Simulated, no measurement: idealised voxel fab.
process module | voxel wiring stack
cross-section cut | 165 nm wide | cells 5 nm
A cross-section is a grid of square cells, given in bands from the top down. A band is one or more rows of cells.
Each band's line starts with the height of the band's top and of its bottom, in nm. Then come its materials from left to right, each with its width in nm. One material with "throughout" fills the band from edge to edge. "air" is empty space.
Height 0 is the level under which the wafer as received is all one material. The lowest band goes on downwards, as in "0 down".
A width such as "30 to 40" changes by the same amount from each row of cells to the next, from the band's top row to its bottom row.
"no change" after a step means that no cell of the cross-section changed.
closed voids: empty space of 8 cells or more with no open way to the top, each as width x height at its distance from the left edge, in nm
after a step's settings: what the simulator itself notes on the step
overlay nm, on a step with a mask: how far to the right of its planned place the mask lay; to the left if negative
plan
1 op RECEIVE | material Si
2 op CONFORMAL_DEP | material SiO2 | thk nm 10
3 op CONFORMAL_DEP | material SiCN | thk nm 5
4 op DIRECTIONAL_DEP | material lowk | thk nm 25
5 op PATTERN | tone open | mask id METAL_1 | material resist | width nm 20 | pitch nm 45 | thk nm 20 | overlay nm 0
6 op DIRECTIONAL_ETCH | etch materials lowk | depth nm 25
7 op DIRECTIONAL_ETCH | etch materials SiCN | depth nm 5
8 op STRIP | etch materials resist
9 op CONFORMAL_DEP | material TiN | thk nm 5
10 op FILL_DEP | material Ru | thk nm 5
11 op CMP | height nm 40
12 op EPI | material Ru | thk nm 5
13 op FILL_DEP | material SiCN | thk nm 5
14 op DIRECTIONAL_DEP | material SiO2 | thk nm 35
15 op MASKED_ETCH | tone open | mask id METAL_2_HOLES | width nm 15 | pitch nm 45 | etch materials SiO2 | depth nm 35 | overlay nm 0
16 op MASKED_ETCH | tone open | mask id METAL_2 | width nm 20 | pitch nm 45 | etch materials SiO2 | depth nm 20 | overlay nm 0
17 op MASKED_ETCH | tone open | mask id METAL_2 | width nm 20 | pitch nm 45 | etch materials SiCN | depth nm 5 | overlay nm 0
18 op CONFORMAL_DEP | material TiN | thk nm 5
19 op FILL_DEP | material Cu | thk nm 10
20 op CMP | height nm 85
21 op CONFORMAL_DEP | material SiN | thk nm 5
first wafer, as planned
as received, after step 1
  0 down: Si throughout
  closed voids: none
after step 2
  10 to 0: SiO2 throughout
  below 0: unchanged
after step 3
  15 to 10: SiCN throughout
  below 10: unchanged
after step 4
  40 to 15: lowk throughout
  below 15: unchanged
after step 5
  60 to 40: resist 50 | air 20 | resist 25 | air 20 | resist 50
  below 40: unchanged
after step 6
  60 to 40: resist 50 | air 20 | resist 25 | air 20 | resist 50
  40 to 15: lowk 50 | air 20 | lowk 25 | air 20 | lowk 50
  below 15: unchanged
after step 7
  60 to 40: resist 50 | air 20 | resist 25 | air 20 | resist 50
  40 to 15: lowk 50 | air 20 | lowk 25 | air 20 | lowk 50
  15 to 10: SiCN 50 | air 20 | SiCN 25 | air 20 | SiCN 50
  below 10: unchanged
after step 8
  40 to 15: lowk 50 | air 20 | lowk 25 | air 20 | lowk 50
  below 15: unchanged
after step 9
  45 to 40: TiN 55 | air 10 | TiN 35 | air 10 | TiN 55
  40 to 15: lowk 50 | TiN 5 | air 10 | TiN 5 | lowk 25 | TiN 5 | air 10 | TiN 5 | lowk 50
  15 to 10: SiCN 50 | TiN 20 | SiCN 25 | TiN 20 | SiCN 50
  below 10: unchanged
after step 10
  50 to 45: Ru throughout
  45 to 40: TiN 55 | Ru 10 | TiN 35 | Ru 10 | TiN 55
  40 to 15: lowk 50 | TiN 5 | Ru 10 | TiN 5 | lowk 25 | TiN 5 | Ru 10 | TiN 5 | lowk 50
  below 15: unchanged
after step 11
  40 to 15: lowk 50 | TiN 5 | Ru 10 | TiN 5 | lowk 25 | TiN 5 | Ru 10 | TiN 5 | lowk 50
  below 15: unchanged
after step 12
  45 to 40: air 45 | Ru 30 | air 15 | Ru 30 | air 45
  below 40: unchanged
after step 13
  50 to 45: SiCN throughout
  45 to 40: SiCN 45 | Ru 30 | SiCN 15 | Ru 30 | SiCN 45
  below 40: unchanged
after step 14
  85 to 50: SiO2 throughout
  below 50: unchanged
after step 15
  85 to 50: SiO2 50 | air 15 | SiO2 30 | air 15 | SiO2 55
  below 50: unchanged
after step 16
  85 to 65: SiO2 50 | air 20 | SiO2 25 | air 20 | SiO2 50
  below 65: unchanged
after step 17
  85 to 65: SiO2 50 | air 20 | SiO2 25 | air 20 | SiO2 50
  65 to 50: SiO2 50 | air 15 | SiO2 30 | air 15 | SiO2 55
  50 to 45: SiCN 50 | air 15 | SiCN 30 | air 15 | SiCN 55
  below 45: unchanged
after step 18
  90 to 85: TiN 55 | air 10 | TiN 35 | air 10 | TiN 55
  85 to 70: SiO2 50 | TiN 5 | air 10 | TiN 5 | SiO2 25 | TiN 5 | air 10 | TiN 5 | SiO2 50
  70 to 65: SiO2 50 | TiN 5 | air 5 | TiN 10 | SiO2 25 | TiN 5 | air 5 | TiN 10 | SiO2 50
  65 to 50: SiO2 50 | TiN 5 | air 5 | TiN 5 | SiO2 30 | TiN 5 | air 5 | TiN 5 | SiO2 55
  50 to 45: SiCN 50 | TiN 15 | SiCN 30 | TiN 15 | SiCN 55
  below 45: unchanged
after step 19
  100 to 90: Cu throughout
  90 to 85: TiN 55 | Cu 10 | TiN 35 | Cu 10 | TiN 55
  85 to 70: SiO2 50 | TiN 5 | Cu 10 | TiN 5 | SiO2 25 | TiN 5 | Cu 10 | TiN 5 | SiO2 50
  70 to 65: SiO2 50 | TiN 5 | Cu 5 | TiN 10 | SiO2 25 | TiN 5 | Cu 5 | TiN 10 | SiO2 50
  65 to 50: SiO2 50 | TiN 5 | Cu 5 | TiN 5 | SiO2 30 | TiN 5 | Cu 5 | TiN 5 | SiO2 55
  below 50: unchanged
after step 20
  85 to 70: SiO2 50 | TiN 5 | Cu 10 | TiN 5 | SiO2 25 | TiN 5 | Cu 10 | TiN 5 | SiO2 50
  below 70: unchanged
after step 21
  90 to 85: SiN throughout
  below 85: unchanged
second wafer: like start, like plan, one mistake. Through step 4 it matches the first wafer
when step 5 should have ended
  60 to 40: air 50 | resist 20 | air 25 | resist 20 | air 50
  below 40: unchanged
when step 6 should have ended
  60 to 40: air 50 | resist 20 | air 25 | resist 20 | air 50
  40 to 15: air 50 | lowk 20 | air 25 | lowk 20 | air 50
  below 15: unchanged
when step 7 should have ended
  60 to 40: air 50 | resist 20 | air 25 | resist 20 | air 50
  40 to 15: air 50 | lowk 20 | air 25 | lowk 20 | air 50
  15 to 10: air 50 | SiCN 20 | air 25 | SiCN 20 | air 50
  below 10: unchanged
when step 8 should have ended
  40 to 15: air 50 | lowk 20 | air 25 | lowk 20 | air 50
  below 15: unchanged
when step 9 should have ended
  45 to 40: air 45 | TiN 30 | air 15 | TiN 30 | air 45
  40 to 15: air 45 | TiN 5 | lowk 20 | TiN 5 | air 15 | TiN 5 | lowk 20 | TiN 5 | air 45
  15 to 10: TiN 50 | SiCN 20 | TiN 25 | SiCN 20 | TiN 50
  below 10: unchanged
when step 10 should have ended
  50 to 45: Ru throughout
  45 to 40: Ru 45 | TiN 30 | Ru 15 | TiN 30 | Ru 45
  40 to 15: Ru 45 | TiN 5 | lowk 20 | TiN 5 | Ru 15 | TiN 5 | lowk 20 | TiN 5 | Ru 45
  below 15: unchanged
when step 11 should have ended
  40 to 15: Ru 45 | TiN 5 | lowk 20 | TiN 5 | Ru 15 | TiN 5 | lowk 20 | TiN 5 | Ru 45
  below 15: unchanged
when step 12 should have ended
  45 to 40: Ru 55 | air 10 | Ru 35 | air 10 | Ru 55
  below 40: unchanged
when step 13 should have ended
  50 to 45: SiCN throughout
  45 to 40: Ru 55 | SiCN 10 | Ru 35 | SiCN 10 | Ru 55
  below 40: unchanged
when step 14 should have ended
  85 to 50: SiO2 throughout
  below 50: unchanged
when step 15 should have ended
  85 to 50: SiO2 50 | air 15 | SiO2 30 | air 15 | SiO2 55
  below 50: unchanged
when step 16 should have ended
  85 to 65: SiO2 50 | air 20 | SiO2 25 | air 20 | SiO2 50
  below 65: unchanged
when step 17 should have ended
  85 to 65: SiO2 50 | air 20 | SiO2 25 | air 20 | SiO2 50
  65 to 50: SiO2 50 | air 15 | SiO2 30 | air 15 | SiO2 55
  50 to 45: SiCN 50 | air 15 | SiCN 30 | air 15 | SiCN 55
  below 45: unchanged
when step 18 should have ended
  90 to 85: TiN 55 | air 10 | TiN 35 | air 10 | TiN 55
  85 to 70: SiO2 50 | TiN 5 | air 10 | TiN 5 | SiO2 25 | TiN 5 | air 10 | TiN 5 | SiO2 50
  70 to 65: SiO2 50 | TiN 5 | air 5 | TiN 10 | SiO2 25 | TiN 5 | air 5 | TiN 10 | SiO2 50
  65 to 50: SiO2 50 | TiN 5 | air 5 | TiN 5 | SiO2 30 | TiN 5 | air 5 | TiN 5 | SiO2 55
  50 to 45: SiCN 50 | TiN 15 | SiCN 30 | TiN 15 | SiCN 55
  below 45: unchanged
when step 19 should have ended
  100 to 90: Cu throughout
  90 to 85: TiN 55 | Cu 10 | TiN 35 | Cu 10 | TiN 55
  85 to 70: SiO2 50 | TiN 5 | Cu 10 | TiN 5 | SiO2 25 | TiN 5 | Cu 10 | TiN 5 | SiO2 50
  70 to 65: SiO2 50 | TiN 5 | Cu 5 | TiN 10 | SiO2 25 | TiN 5 | Cu 5 | TiN 10 | SiO2 50
  65 to 50: SiO2 50 | TiN 5 | Cu 5 | TiN 5 | SiO2 30 | TiN 5 | Cu 5 | TiN 5 | SiO2 55
  below 50: unchanged
when step 20 should have ended
  85 to 70: SiO2 50 | TiN 5 | Cu 10 | TiN 5 | SiO2 25 | TiN 5 | Cu 10 | TiN 5 | SiO2 50
  below 70: unchanged
when step 21 should have ended
  90 to 85: SiN throughout
  below 85: unchanged
what went wrong: step 5 ran as: op PATTERN | tone cover | mask id METAL_1 | material resist | width nm 20 | pitch nm 45 | thk nm 20 | overlay nm 0
at the end the second wafer has, in cells: 102 more of Ru | 34 fewer of SiCN | 17 more of TiN | 85 fewer of lowk
